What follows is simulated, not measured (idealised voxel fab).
The name of this process module is voxel gate over fins.
For reference, the cross-section in this document is cut, with width 235 nm and square cells of 5 nm.
Cross-section format: a grid of square cells, given as bands from top to bottom; each band is one or more rows of cells. In this notation a band is specified by the heights of its top and bottom, in that order and in nm, after which its materials appear from left to right, each paired with its width in nm. The word "edge to edge" attached to a single material means that material fills the band from edge to edge; the word "empty" stands for empty space. We count height from 0. Below that, the starting wafer is all one material. The lowest band never ends at the bottom but goes on down; see "0 and below" for how that is written. The two numbers in a width such as "30..40" mark its ends across the band: the first belongs to the top row of cells, the second to the bottom row, and from each row to the next the width moves by the same amount. You'll sometimes find "nothing changed" written for a step, and that's the way of saying that nowhere in the cross-section did a cell change during that step. Voids lacking openings: empty space of 8 cells or more with no open way to the top, each as width x height at its distance from the left edge, in nm. Where a step's line continues beyond its settings, the continuation is a remark by the simulator itself on that step. overlay nm: on a step with a mask, how far right of its planned place the mask lay; negative means left.
Listed below are the process steps as planned
step 1: RECEIVE: material Si
step 2: CONFORMAL_DEP: material SiN, thk nm 10
step 3: PATTERN: tone cover, mask id FINS, material resist, width nm 15, pitch nm 55, thk nm 15, overlay nm 0
step 4: DIRECTIONAL_ETCH: etch materials SiN, depth nm 10
step 5: DIRECTIONAL_ETCH: etch materials Si, depth nm 40
step 6: STRIP: etch materials resist
step 7: OXIDIZE: depth nm 5
step 8: FILL_DEP: material SiO2, thk nm 5
step 9: CMP: height nm 10
step 10: DIRECTIONAL_DEP: material aC, thk nm 15
step 11: PATTERN: tone open, mask id RAIL, material resist, width nm 15, thk nm 30, overlay nm 0
step 12: DIRECTIONAL_ETCH: etch materials aC, depth nm 15
step 13: STRIP: etch materials resist
step 14: DIRECTIONAL_ETCH: etch materials SiO2, depth nm 45
step 15: STRIP: etch materials aC
step 16: CONFORMAL_DEP: material TiN, thk nm 5
step 17: FILL_DEP: material Ru, thk nm 10
step 18: CMP: height nm 10
step 19: SELECTIVE_ETCH: etch materials W Ru TiN, depth nm 30
step 20: FILL_DEP: material SiO2, thk nm 5
step 21: CMP: height nm 10
step 22: SELECTIVE_ETCH: etch materials SiO2, depth nm 25
step 23: STRIP: etch materials SiN
step 24: CONFORMAL_DEP: material HfO2, thk nm 5
step 25: CONFORMAL_DEP: material TiN, thk nm 5
step 26: FILL_DEP: material W, thk nm 10
step 27: CMP: height nm 15
step 28: CONFORMAL_DEP: material SiN, thk nm 10
Step 1 complete: cross-section of the wafer as received
- 0 and below  Si edge to edge
- Voids lacking openings: none
Final cross-section, module run with one mistake (start and plan as above)
- 25 down to 15  SiN edge to edge
- 15 down to 10  W edge to edge
- 10 down to 5  50 W, 25 TiN, 30 W, 25 TiN, 30 W, 25 TiN, 50 W
- 5 down to 0  50 W, 5 TiN, 15 HfO2, 5 TiN, 30 W, 5 TiN, 15 HfO2, 5 TiN, 30 W, 5 TiN, 15 HfO2, 5 TiN, 50 W
- 0 down to -5  50 W, 5 TiN, 5 HfO2, 5 Si, 5 HfO2, 5 TiN, 30 W, 5 TiN, 5 HfO2, 5 Si, 5 HfO2, 5 TiN, 30 W, 5 TiN, 5 HfO2, 5 Si, 5 HfO2, 5 TiN, 50 W
- -5 down to -10  40 TiN, 10 W, 5 TiN, 5 HfO2, 5 Si, 5 HfO2, 5 TiN, 30 W, 5 TiN, 5 HfO2, 5 Si, 5 HfO2, 5 TiN, 30 W, 5 TiN, 5 HfO2, 5 Si, 5 HfO2, 5 TiN, 10 W, 40 TiN
- -10 down to -15  35 HfO2, 5 TiN, 10 W, 5 TiN, 5 HfO2, 5 Si, 5 HfO2, 40 TiN, 5 HfO2, 5 Si, 5 HfO2, 5 TiN, 30 W, 5 TiN, 5 HfO2, 5 Si, 5 HfO2, 5 TiN, 10 W, 5 TiN, 35 HfO2
- -15 down to -20  30 SiO2, 5 HfO2, 20 TiN, 5 HfO2, 5 Si, 5 HfO2, 5 TiN, 25 HfO2, 10 TiN, 5 HfO2, 5 Si, 5 HfO2, 40 TiN, 5 HfO2, 5 Si, 5 HfO2, 20 TiN, 5 HfO2, 30 SiO2
- -20 down to -25  30 SiO2, 30 HfO2, 5 Si, 15 HfO2, 5 TiN, 5 Ru, 5 TiN, 20 HfO2, 5 Si, 50 HfO2, 5 Si, 30 HfO2, 30 SiO2
- -25 down to -30  60 SiO2, 5 Si, 15 SiO2, 5 TiN, 5 Ru, 5 TiN, 20 SiO2, 5 Si, 50 SiO2, 5 Si, 60 SiO2
- -30 down to -35  60 SiO2, 5 Si, 15 SiO2, 15 TiN, 20 SiO2, 5 Si, 50 SiO2, 5 Si, 60 SiO2
- -35 down to -45  60 SiO2, 5 Si, 50 SiO2, 5 Si, 50 SiO2, 5 Si, 60 SiO2
- -45 and below  Si edge to edge
- Voids lacking openings: none
Finding, execution versus plan: so 22 and 23 got swapped relative to the plan, each ran where the other was supposed to
